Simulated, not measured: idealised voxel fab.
Process module, titled voxel self aligned contacts
Cross-section cut: width 250 nm, square cells of 5 nm.
Cross-sections here: square-cell grids, written as top-down lists of bands, a band being one or more rows of cells.
Top height, bottom height, nm. Materials left to right, width each, nm. Single material + "everywhere" = fills band edge to edge. "air" = empty.
Height is counted from the level 0, under which the received wafer is composed throughout of one material. The lowest of the bands is not closed at the bottom but continues downward, in the notation "0 and below".
Width: "30->40" (first number = top row, second number = bottom row, same change from row to row of cells).
Take "remained the same" at face value: in the step it is given for, the cross-section changed in none of its cells.
Entry "Voids, fully enclosed". Content: empty spaces with no open connection to the top, size 8 cells or greater. Each: width x height at distance. Distance: from left edge. Unit: nm.
Past the settings on a step's line: simulator remark, on that step.
overlay nm: how far to the right of its planned place the mask lay on this masked step (negative: to the left).
The process steps that were planned are listed below
1,RECEIVE with material Si
2,OXIDIZE with depth nm 5
3,DIRECTIONAL_DEP with material polySi, thk nm 25
4,DIRECTIONAL_DEP with material SiN, thk nm 20
5,MASKED_ETCH with tone cover, mask id GATE, width nm 25, pitch nm 70, etch materials SiN, depth nm 20, overlay nm 0
6,MASKED_ETCH with tone cover, mask id GATE, width nm 25, pitch nm 70, etch materials polySi, depth nm 25, overlay nm 0
7,CONFORMAL_DEP with material SiN, thk nm 10
8,DIRECTIONAL_ETCH with etch materials SiN, depth nm 10
9,FILL_DEP with material SiO2, thk nm 15
10,CMP with height nm 50
11,PATTERN with tone open, mask id CONTACT, material resist, width nm 55, thk nm 20, overlay nm 0
12,DIRECTIONAL_ETCH with etch materials SiO2, depth nm 55
13,STRIP with etch materials resist
14,CONFORMAL_DEP with material TiN, thk nm 5
15,FILL_DEP with material Ru, thk nm 10
16,CMP with height nm 50
17,CONFORMAL_DEP with material SiN, thk nm 5
Run as planned: first of two wafers
Incoming wafer, cross-sectional view, post step 1
    0 and below | Si everywhere
    Voids, fully enclosed: none
Cross-section: wafer state after step 2
    0 down to -5 | SiO2 everywhere
    Below -5 it's all the same as before, nothing changed down there.
Cross-section: wafer state after step 3
    25 down to 0 | polySi everywhere
    Below 0 it's all the same as before, nothing changed down there.
Cross-section: wafer state after step 4
    45 down to 25 | SiN everywhere
    Below 25 it's all the same as before, nothing changed down there.
Cross-section: wafer state after step 5
    45 down to 25 | air 75, then SiN 25, then air 45, then SiN 25, then air 80
    Below 25 it's all the same as before, nothing changed down there.
Cross-section: wafer state after step 6
    45 down to 25 | air 75, then SiN 25, then air 45, then SiN 25, then air 80
    25 down to 0 | air 75, then polySi 25, then air 45, then polySi 25, then air 80
    Below 0 it's all the same as before, nothing changed down there.
Cross-section: wafer state after step 7
    55 down to 25 | air 65, then SiN 45, then air 25, then SiN 45, then air 70
    25 down to 10 | air 65, then SiN 10, then polySi 25, then SiN 10, then air 25, then SiN 10, then polySi 25, then SiN 10, then air 70
    10 down to 0 | SiN 75, then polySi 25, then SiN 45, then polySi 25, then SiN 80
    Below 0 it's all the same as before, nothing changed down there.
Cross-section: wafer state after step 8
    45 down to 25 | air 65, then SiN 45, then air 25, then SiN 45, then air 70
    25 down to 0 | air 65, then SiN 10, then polySi 25, then SiN 10, then air 25, then SiN 10, then polySi 25, then SiN 10, then air 70
    Below 0 it's all the same as before, nothing changed down there.
Cross-section: wafer state after step 9
    60 down to 45 | SiO2 everywhere
    45 down to 25 | SiO2 65, then SiN 45, then SiO2 25, then SiN 45, then SiO2 70
    25 down to 0 | SiO2 65, then SiN 10, then polySi 25, then SiN 10, then SiO2 25, then SiN 10, then polySi 25, then SiN 10, then SiO2 70
    Below 0 it's all the same as before, nothing changed down there.
Cross-section: wafer state after step 10
    50 down to 45 | SiO2 everywhere
    Below 45 it's all the same as before, nothing changed down there.
Cross-section: wafer state after step 11
    70 down to 50 | resist 95, then air 55, then resist 100
    Below 50 it's all the same as before, nothing changed down there.
Cross-section: wafer state after step 12
    70 down to 50 | resist 95, then air 55, then resist 100
    50 down to 45 | SiO2 95, then air 55, then SiO2 100
    45 down to 25 | SiO2 65, then SiN 45, then air 25, then SiN 45, then SiO2 70
    25 down to 0 | SiO2 65, then SiN 10, then polySi 25, then SiN 10, then air 25, then SiN 10, then polySi 25, then SiN 10, then SiO2 70
    0 down to -5 | SiO2 110, then air 25, then SiO2 115
    Below -5 it's all the same as before, nothing changed down there.
Cross-section: wafer state after step 13
    50 down to 45 | SiO2 95, then air 55, then SiO2 100
    Below 45 it's all the same as before, nothing changed down there.
Cross-section: wafer state after step 14
    55 down to 50 | TiN 100, then air 45, then TiN 105
    50 down to 45 | SiO2 95, then TiN 20, then air 15, then TiN 20, then SiO2 100
    45 down to 25 | SiO2 65, then SiN 45, then TiN 5, then air 15, then TiN 5, then SiN 45, then SiO2 70
    25 down to 0 | SiO2 65, then SiN 10, then polySi 25, then SiN 10, then TiN 5, then air 15, then TiN 5, then SiN 10, then polySi 25, then SiN 10, then SiO2 70
    0 down to -5 | SiO2 110, then TiN 25, then SiO2 115
    Below -5 it's all the same as before, nothing changed down there.
Cross-section: wafer state after step 15
    65 down to 55 | Ru everywhere
    55 down to 50 | TiN 100, then Ru 45, then TiN 105
    50 down to 45 | SiO2 95, then TiN 20, then Ru 15, then TiN 20, then SiO2 100
    45 down to 25 | SiO2 65, then SiN 45, then TiN 5, then Ru 15, then TiN 5, then SiN 45, then SiO2 70
    25 down to 0 | SiO2 65, then SiN 10, then polySi 25, then SiN 10, then TiN 5, then Ru 15, then TiN 5, then SiN 10, then polySi 25, then SiN 10, then SiO2 70
    Below 0 it's all the same as before, nothing changed down there.
Cross-section: wafer state after step 16
    50 down to 45 | SiO2 95, then TiN 20, then Ru 15, then TiN 20, then SiO2 100
    Below 45 it's all the same as before, nothing changed down there.
Cross-section: wafer state after step 17
    55 down to 50 | SiN everywhere
    Below 50 it's all the same as before, nothing changed down there.
Second wafer - shared start and plan with the first - one error in running - same as the first up to step 1 inclusive
Second wafer, cross-section, planned end of step 2
    0 down to -15 | SiO2 everywhere
    Below -15 it's all the same as before, nothing changed down there.
Second wafer, cross-section, planned end of step 3
    25 down to 0 | polySi everywhere
    Below 0 it's all the same as before, nothing changed down there.
Second wafer, cross-section, planned end of step 4
    45 down to 25 | SiN everywhere
    Below 25 it's all the same as before, nothing changed down there.
Second wafer, cross-section, planned end of step 5
    45 down to 25 | air 75, then SiN 25, then air 45, then SiN 25, then air 80
    Below 25 it's all the same as before, nothing changed down there.
Second wafer, cross-section, planned end of step 6
    45 down to 25 | air 75, then SiN 25, then air 45, then SiN 25, then air 80
    25 down to 0 | air 75, then polySi 25, then air 45, then polySi 25, then air 80
    Below 0 it's all the same as before, nothing changed down there.
Second wafer, cross-section, planned end of step 7
    55 down to 25 | air 65, then SiN 45, then air 25, then SiN 45, then air 70
    25 down to 10 | air 65, then SiN 10, then polySi 25, then SiN 10, then air 25, then SiN 10, then polySi 25, then SiN 10, then air 70
    10 down to 0 | SiN 75, then polySi 25, then SiN 45, then polySi 25, then SiN 80
    Below 0 it's all the same as before, nothing changed down there.
Second wafer, cross-section, planned end of step 8
    45 down to 25 | air 65, then SiN 45, then air 25, then SiN 45, then air 70
    25 down to 0 | air 65, then SiN 10, then polySi 25, then SiN 10, then air 25, then SiN 10, then polySi 25, then SiN 10, then air 70
    Below 0 it's all the same as before, nothing changed down there.
Second wafer, cross-section, planned end of step 9
    60 down to 45 | SiO2 everywhere
    45 down to 25 | SiO2 65, then SiN 45, then SiO2 25, then SiN 45, then SiO2 70
    25 down to 0 | SiO2 65, then SiN 10, then polySi 25, then SiN 10, then SiO2 25, then SiN 10, then polySi 25, then SiN 10, then SiO2 70
    Below 0 it's all the same as before, nothing changed down there.
Second wafer, cross-section, planned end of step 10
    50 down to 45 | SiO2 everywhere
    Below 45 it's all the same as before, nothing changed down there.
Second wafer, cross-section, planned end of step 11
    70 down to 50 | resist 95, then air 55, then resist 100
    Below 50 it's all the same as before, nothing changed down there.
Second wafer, cross-section, planned end of step 12
    70 down to 50 | resist 95, then air 55, then resist 100
    50 down to 45 | SiO2 95, then air 55, then SiO2 100
    45 down to 25 | SiO2 65, then SiN 45, then air 25, then SiN 45, then SiO2 70
    25 down to 0 | SiO2 65, then SiN 10, then polySi 25, then SiN 10, then air 25, then SiN 10, then polySi 25, then SiN 10, then SiO2 70
    0 down to -5 | SiO2 110, then air 25, then SiO2 115
    Below -5 it's all the same as before, nothing changed down there.
Second wafer, cross-section, planned end of step 13
    50 down to 45 | SiO2 95, then air 55, then SiO2 100
    Below 45 it's all the same as before, nothing changed down there.
Second wafer, cross-section, planned end of step 14
    55 down to 50 | TiN 100, then air 45, then TiN 105
    50 down to 45 | SiO2 95, then TiN 20, then air 15, then TiN 20, then SiO2 100
    45 down to 25 | SiO2 65, then SiN 45, then TiN 5, then air 15, then TiN 5, then SiN 45, then SiO2 70
    25 down to 0 | SiO2 65, then SiN 10, then polySi 25, then SiN 10, then TiN 5, then air 15, then TiN 5, then SiN 10, then polySi 25, then SiN 10, then SiO2 70
    0 down to -5 | SiO2 110, then TiN 25, then SiO2 115
    Below -5 it's all the same as before, nothing changed down there.
Second wafer, cross-section, planned end of step 15
    65 down to 55 | Ru everywhere
    55 down to 50 | TiN 100, then Ru 45, then TiN 105
    50 down to 45 | SiO2 95, then TiN 20, then Ru 15, then TiN 20, then SiO2 100
    45 down to 25 | SiO2 65, then SiN 45, then TiN 5, then Ru 15, then TiN 5, then SiN 45, then SiO2 70
    25 down to 0 | SiO2 65, then SiN 10, then polySi 25, then SiN 10, then TiN 5, then Ru 15, then TiN 5, then SiN 10, then polySi 25, then SiN 10, then SiO2 70
    Below 0 it's all the same as before, nothing changed down there.
Second wafer, cross-section, planned end of step 16
    50 down to 45 | SiO2 95, then TiN 20, then Ru 15, then TiN 20, then SiO2 100
    Below 45 it's all the same as before, nothing changed down there.
Second wafer, cross-section, planned end of step 17
    55 down to 50 | SiN everywhere
    Below 50 it's all the same as before, nothing changed down there.
It is concluded that the wafer was processed incorrectly with respect to the plan, in that off-plan run, step 2, actual operation and settings OXIDIZE with depth nm 15
Looking at both finished wafers in cells, the second ends up ahead of or behind the first on some materials: Si: 100 fewer; SiO2: 100 more
